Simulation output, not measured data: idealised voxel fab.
The following is a process module called voxel air gaps.
It is cross-section cut that appears here, measuring 175 nm in width, its square cells being 5 nm in size.
We lay out every cross-section as a grid of square cells and spell it out in bands from the top down, where one band means one or more rows of cells.
The entry gives the band's vertical extent as a top height and a bottom height in nm, then its horizontal make-up as materials from left to right, each with a width in nm. "empty" stands for empty space; a single material marked "all across" fills the band edge to edge.
Below 0: as-received wafer, all one material; heights counted from there. Lowest band: no bottom, goes on down, written "from 0 down".
Note: "30 to 40" means the width goes from the first number (top row of the band) to the second number (bottom row) in equal steps per row of cells.
Take "identical to before" at face value: in the step it is given for, the cross-section changed in none of its cells.
Basically, "Entrapped voids" tells you about the enclosed voids: empty spaces with no open way to the top, 8 cells or bigger, each written width x height at distance, where distance is from the left edge, all in nm.
Step line, after settings: the simulator's comment on this step.
The line of a step may include "overlay nm". On a step with a mask, this value is how far to the right of its planned place the mask lay. A negative value means the mask lay to the left.

THE PLANNED PROCESS STEPS ARE ENUMERATED HEREUNDER
1) RECEIVE (material Si)
2) CONFORMAL_DEP (material SiO2; thk nm 15)
3) CONFORMAL_DEP (material SiCN; thk nm 5)
4) DIRECTIONAL_DEP (material SiO2; thk nm 30)
5) MASKED_ETCH (tone open; mask id LINES; width nm 20; pitch nm 45; etch materials SiO2; depth nm 30; overlay nm 0)
6) CONFORMAL_DEP (material TiN; thk nm 5)
7) FILL_DEP (material Cu; thk nm 10)
8) CMP (height nm 50)
9) EPI (material Ru; thk nm 10)
10) SELECTIVE_ETCH (etch materials SiO2; depth nm 40)
11) CONFORMAL_DEP (material SiCN; thk nm 5)

ACCOUNT OF THE FIRST OF TWO WAFERS, WHICH WAS PROCESSED AS INTENDED

CROSS-SECTION, INCOMING MATERIAL, AFTER STEP 1
* from 0 down | Si all across
* Entrapped voids: none

CROSS-SECTIONAL REPRESENTATION OF THE WAFER AT THE CONCLUSION OF STEP 2
* from 15 to 0 | SiO2 all across
* All layers under 0 are left as they were.

CROSS-SECTIONAL REPRESENTATION OF THE WAFER AT THE CONCLUSION OF STEP 3
* from 20 to 15 | SiCN all across
* All layers under 15 are left as they were.

CROSS-SECTIONAL REPRESENTATION OF THE WAFER AT THE CONCLUSION OF STEP 4
* from 50 to 20 | SiO2 all across
* All layers under 20 are left as they were.

CROSS-SECTIONAL REPRESENTATION OF THE WAFER AT THE CONCLUSION OF STEP 5
* from 50 to 20 | SiO2 30 nm | empty 20 nm | SiO2 25 nm | empty 20 nm | SiO2 25 nm | empty 20 nm | SiO2 35 nm
* All layers under 20 are left as they were.

CROSS-SECTIONAL REPRESENTATION OF THE WAFER AT THE CONCLUSION OF STEP 6
* from 55 to 50 | TiN 35 nm | empty 10 nm | TiN 35 nm | empty 10 nm | TiN 35 nm | empty 10 nm | TiN 40 nm
* from 50 to 25 | SiO2 30 nm | TiN 5 nm | empty 10 nm | TiN 5 nm | SiO2 25 nm | TiN 5 nm | empty 10 nm | TiN 5 nm | SiO2 25 nm | TiN 5 nm | empty 10 nm | TiN 5 nm | SiO2 35 nm
* from 25 to 20 | SiO2 30 nm | TiN 20 nm | SiO2 25 nm | TiN 20 nm | SiO2 25 nm | TiN 20 nm | SiO2 35 nm
* All layers under 20 are left as they were.

CROSS-SECTIONAL REPRESENTATION OF THE WAFER AT THE CONCLUSION OF STEP 7
* from 65 to 55 | Cu all across
* from 55 to 50 | TiN 35 nm | Cu 10 nm | TiN 35 nm | Cu 10 nm | TiN 35 nm | Cu 10 nm | TiN 40 nm
* from 50 to 25 | SiO2 30 nm | TiN 5 nm | Cu 10 nm | TiN 5 nm | SiO2 25 nm | TiN 5 nm | Cu 10 nm | TiN 5 nm | SiO2 25 nm | TiN 5 nm | Cu 10 nm | TiN 5 nm | SiO2 35 nm
* All layers under 25 are left as they were.

CROSS-SECTIONAL REPRESENTATION OF THE WAFER AT THE CONCLUSION OF STEP 8
* from 50 to 25 | SiO2 30 nm | TiN 5 nm | Cu 10 nm | TiN 5 nm | SiO2 25 nm | TiN 5 nm | Cu 10 nm | TiN 5 nm | SiO2 25 nm | TiN 5 nm | Cu 10 nm | TiN 5 nm | SiO2 35 nm
* All layers under 25 are left as they were.

CROSS-SECTIONAL REPRESENTATION OF THE WAFER AT THE CONCLUSION OF STEP 9
* from 60 to 50 | empty 20 nm | Ru 40 nm | empty 5 nm | Ru 40 nm | empty 5 nm | Ru 40 nm | empty 25 nm
* All layers under 50 are left as they were.

CROSS-SECTIONAL REPRESENTATION OF THE WAFER AT THE CONCLUSION OF STEP 10
* from 60 to 50 | empty 20 nm | Ru 40 nm | empty 5 nm | Ru 40 nm | empty 5 nm | Ru 40 nm | empty 25 nm
* from 50 to 25 | empty 30 nm | TiN 5 nm | Cu 10 nm | TiN 5 nm | empty 25 nm | TiN 5 nm | Cu 10 nm | TiN 5 nm | empty 25 nm | TiN 5 nm | Cu 10 nm | TiN 5 nm | empty 35 nm
* from 25 to 20 | empty 30 nm | TiN 20 nm | empty 25 nm | TiN 20 nm | empty 25 nm | TiN 20 nm | empty 35 nm
* All layers under 20 are left as they were.

CROSS-SECTIONAL REPRESENTATION OF THE WAFER AT THE CONCLUSION OF STEP 11
* from 65 to 60 | empty 15 nm | SiCN 140 nm | empty 20 nm
* from 60 to 50 | empty 15 nm | SiCN 5 nm | Ru 40 nm | SiCN 5 nm | Ru 40 nm | SiCN 5 nm | Ru 40 nm | SiCN 5 nm | empty 20 nm
* from 50 to 45 | empty 15 nm | SiCN 15 nm | TiN 5 nm | Cu 10 nm | TiN 5 nm | SiCN 25 nm | TiN 5 nm | Cu 10 nm | TiN 5 nm | SiCN 25 nm | TiN 5 nm | Cu 10 nm | TiN 5 nm | SiCN 15 nm | empty 20 nm
* from 45 to 25 | empty 25 nm | SiCN 5 nm | TiN 5 nm | Cu 10 nm | TiN 5 nm | SiCN 5 nm | empty 15 nm | SiCN 5 nm | TiN 5 nm | Cu 10 nm | TiN 5 nm | SiCN 5 nm | empty 15 nm | SiCN 5 nm | TiN 5 nm | Cu 10 nm | TiN 5 nm | SiCN 5 nm | empty 30 nm
* from 25 to 20 | SiCN 30 nm | TiN 20 nm | SiCN 25 nm | TiN 20 nm | SiCN 25 nm | TiN 20 nm | SiCN 35 nm
* All layers under 20 are left as they were.
* Entrapped voids: 15 x 20 at 55; 15 x 20 at 100

NOW THE OTHER WAFER: SAME START, SAME RECIPE, BUT WE MESSED UP ONE THING WHEN RUNNING IT. UP TO AND INCLUDING STEP 4 IT'S THE SAME AS THE FIRST ONE

THE SECOND WAFER CUT THROUGH, AT THE TIME STEP 5 WAS SUPPOSED TO BE FINISHED
* from 50 to 20 | SiO2 35 nm | empty 15 nm | SiO2 30 nm | empty 15 nm | SiO2 30 nm | empty 15 nm | SiO2 35 nm
* All layers under 20 are left as they were.

THE SECOND WAFER CUT THROUGH, AT THE TIME STEP 6 WAS SUPPOSED TO BE FINISHED
* from 55 to 50 | TiN 40 nm | empty 5 nm | TiN 40 nm | empty 5 nm | TiN 40 nm | empty 5 nm | TiN 40 nm
* from 50 to 25 | SiO2 35 nm | TiN 5 nm | empty 5 nm | TiN 5 nm | SiO2 30 nm | TiN 5 nm | empty 5 nm | TiN 5 nm | SiO2 30 nm | TiN 5 nm | empty 5 nm | TiN 5 nm | SiO2 35 nm
* from 25 to 20 | SiO2 35 nm | TiN 15 nm | SiO2 30 nm | TiN 15 nm | SiO2 30 nm | TiN 15 nm | SiO2 35 nm
* All layers under 20 are left as they were.

THE SECOND WAFER CUT THROUGH, AT THE TIME STEP 7 WAS SUPPOSED TO BE FINISHED
* from 65 to 55 | Cu all across
* from 55 to 50 | TiN 40 nm | Cu 5 nm | TiN 40 nm | Cu 5 nm | TiN 40 nm | Cu 5 nm | TiN 40 nm
* from 50 to 25 | SiO2 35 nm | TiN 5 nm | Cu 5 nm | TiN 5 nm | SiO2 30 nm | TiN 5 nm | Cu 5 nm | TiN 5 nm | SiO2 30 nm | TiN 5 nm | Cu 5 nm | TiN 5 nm | SiO2 35 nm
* All layers under 25 are left as they were.

THE SECOND WAFER CUT THROUGH, AT THE TIME STEP 8 WAS SUPPOSED TO BE FINISHED
* from 50 to 25 | SiO2 35 nm | TiN 5 nm | Cu 5 nm | TiN 5 nm | SiO2 30 nm | TiN 5 nm | Cu 5 nm | TiN 5 nm | SiO2 30 nm | TiN 5 nm | Cu 5 nm | TiN 5 nm | SiO2 35 nm
* All layers under 25 are left as they were.

THE SECOND WAFER CUT THROUGH, AT THE TIME STEP 9 WAS SUPPOSED TO BE FINISHED
* from 60 to 50 | empty 25 nm | Ru 35 nm | empty 10 nm | Ru 35 nm | empty 10 nm | Ru 35 nm | empty 25 nm
* All layers under 50 are left as they were.

THE SECOND WAFER CUT THROUGH, AT THE TIME STEP 10 WAS SUPPOSED TO BE FINISHED
* from 60 to 50 | empty 25 nm | Ru 35 nm | empty 10 nm | Ru 35 nm | empty 10 nm | Ru 35 nm | empty 25 nm
* from 50 to 25 | empty 35 nm | TiN 5 nm | Cu 5 nm | TiN 5 nm | empty 30 nm | TiN 5 nm | Cu 5 nm | TiN 5 nm | empty 30 nm | TiN 5 nm | Cu 5 nm | TiN 5 nm | empty 35 nm
* from 25 to 20 | empty 35 nm | TiN 15 nm | empty 30 nm | TiN 15 nm | empty 30 nm | TiN 15 nm | empty 35 nm
* All layers under 20 are left as they were.

THE SECOND WAFER CUT THROUGH, AT THE TIME STEP 11 WAS SUPPOSED TO BE FINISHED
* from 65 to 60 | empty 20 nm | SiCN 135 nm | empty 20 nm
* from 60 to 50 | empty 20 nm | SiCN 5 nm | Ru 35 nm | SiCN 10 nm | Ru 35 nm | SiCN 10 nm | Ru 35 nm | SiCN 5 nm | empty 20 nm
* from 50 to 45 | empty 20 nm | SiCN 15 nm | TiN 5 nm | Cu 5 nm | TiN 5 nm | SiCN 30 nm | TiN 5 nm | Cu 5 nm | TiN 5 nm | SiCN 30 nm | TiN 5 nm | Cu 5 nm | TiN 5 nm | SiCN 15 nm | empty 20 nm
* from 45 to 25 | empty 30 nm | SiCN 5 nm | TiN 5 nm | Cu 5 nm | TiN 5 nm | SiCN 5 nm | empty 20 nm | SiCN 5 nm | TiN 5 nm | Cu 5 nm | TiN 5 nm | SiCN 5 nm | empty 20 nm | SiCN 5 nm | TiN 5 nm | Cu 5 nm | TiN 5 nm | SiCN 5 nm | empty 30 nm
* from 25 to 20 | SiCN 35 nm | TiN 15 nm | SiCN 30 nm | TiN 15 nm | SiCN 30 nm | TiN 15 nm | SiCN 35 nm
* All layers under 20 are left as they were.
* Entrapped voids: 20 x 20 at 55; 20 x 20 at 100
What broke from the plan during processing? step 5 was not run as planned; what actually ran was MASKED_ETCH (tone open; mask id LINES; width nm 15; pitch nm 45; etch materials SiO2; depth nm 30; overlay nm 0)
The closing comparison, in cells, has the second wafer with more or fewer of some materials than the first: Cu -15; Ru -6; SiCN +8; TiN -3
